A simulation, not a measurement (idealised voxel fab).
Process module name: voxel air gaps
FYI the section here is cut, 285 nm wide, cells are 5 nm squares.
Cross-section = grid of square cells, listed top down in bands; band = one or more rows.
Read a band's entry like this: the first values are the height of its top and the height of its bottom in nm, and what follows is the sequence of materials from left to right, each with its width in nm. Note that "air" is empty space, and that a single material marked "throughout" reaches across the band from edge to edge.
Where do heights start? At 0: under that level the wafer as delivered is made of one material only. And the lowest band has no floor; it just carries on downward, as in "z 0 and below".
A width such as "30 to 40" changes by the same amount from each row of cells to the next, from the band's top row to its bottom row.
The cross-section has no changed cell in any step marked "identical to before".
The entry titled "Encapsulated voids" provides the empty spaces that have no open way to the top, restricted to those of 8 cells or more. Each is presented as width x height at distance, the distance being measured from the left edge, with all three in nm.
Anything after a step's settings on that line? It's the simulator's own note about the step.
What "overlay nm" on a step's line means: if the step has a mask, that mask lay this far to the right of its planned place, or, when the value is negative, to the left.

Steps planned for the process
| 1 | RECEIVE [material Si] |
| 2 | CONFORMAL_DEP [material SiO2] [thk nm 15] |
| 3 | CONFORMAL_DEP [material SiN] [thk nm 5] |
| 4 | DIRECTIONAL_DEP [material SiO2] [thk nm 35] |
| 5 | PATTERN [tone open] [mask id LINES] [material resist] [width nm 25] [pitch nm 50] [thk nm 20] [overlay nm 0] |
| 6 | DIRECTIONAL_ETCH [etch materials SiO2] [depth nm 35] |
| 7 | STRIP [etch materials resist] |
| 8 | CONFORMAL_DEP [material TiN] [thk nm 5] |
| 9 | FILL_DEP [material W] [thk nm 5] |
| 10 | CMP [height nm 55] |
| 11 | EPI [material Ru] [thk nm 10] |
| 12 | SELECTIVE_ETCH [etch materials SiO2] [depth nm 45] |
| 13 | CONFORMAL_DEP [material SiCN] [thk nm 5] |

Received-state cross-section, reflecting completion of step 1
	z 0 and below | Si throughout
	Encapsulated voids: none

The cross-section shown corresponds to the wafer at the conclusion of the module. The initial structure and the process plan are those presented above; however, one mistake occurred in executing the plan
	z 70 to 65 | SiCN throughout
	z 65 to 55 | Ru throughout
	z 55 to 50 | TiN 85 nm; W 15 nm; TiN 35 nm; W 15 nm; TiN 35 nm; W 15 nm; TiN 85 nm
	z 50 to 20 | SiO2 80 nm; TiN 5 nm; W 15 nm; TiN 5 nm; SiO2 25 nm; TiN 5 nm; W 15 nm; TiN 5 nm; SiO2 25 nm; TiN 5 nm; W 15 nm; TiN 5 nm; SiO2 80 nm
	z 20 to 15 | SiO2 80 nm; TiN 25 nm; SiO2 25 nm; TiN 25 nm; SiO2 25 nm; TiN 25 nm; SiO2 80 nm
	z 15 to 0 | SiO2 throughout
	z 0 and below | Si throughout
	Encapsulated voids: none
Here's what went sideways: plan step 3 skipped
